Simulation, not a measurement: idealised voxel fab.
process module | voxel lift off
cross-section cut | 230 nm wide | cells 5 nm
A cross-section is a grid of square cells, given in bands from the top down. A band is one or more rows of cells.
Each band's line starts with the height of the band's top and of its bottom, in nm. Then come its materials from left to right, each with its width in nm. One material with "throughout" fills the band from edge to edge. "air" is empty space.
Height 0 is the level under which the wafer as received is all one material. The lowest band goes on downwards, as in "0 down".
A width such as "30 to 40" changes by the same amount from each row of cells to the next, from the band's top row to its bottom row.
"no change" after a step means that no cell of the cross-section changed.
closed voids: empty space of 8 cells or more with no open way to the top, each as width x height at its distance from the left edge, in nm
after a step's settings: what the simulator itself notes on the step
overlay nm, on a step with a mask: how far to the right of its planned place the mask lay; to the left if negative
plan
1 op RECEIVE | material Si
2 op CONFORMAL_DEP | material SiN | thk nm 15
3 op PATTERN | tone open | mask id LINES | material resist | width nm 25 | pitch nm 55 | thk nm 15 | overlay nm 0
4 op DIRECTIONAL_DEP | material Ru | thk nm 5
5 op STRIP | etch materials resist
6 op CONFORMAL_DEP | material SiO2 | thk nm 10
as received, after step 1
  0 down: Si throughout
  closed voids: none
a wafer at the end: this start, this plan, one mistake
  30 to 25: air 25 | SiO2 45 | air 10 | SiO2 45 | air 10 | SiO2 45 | air 50
  25 to 20: SiO2 throughout
  20 to 15: SiO2 35 | Ru 25 | SiO2 30 | Ru 25 | SiO2 30 | Ru 25 | SiO2 60
  15 to 0: SiN throughout
  0 down: Si throughout
  closed voids: none
what went wrong: step 3 ran as: op PATTERN | tone open | mask id LINES | material resist | width nm 25 | pitch nm 55 | thk nm 15 | overlay nm -10
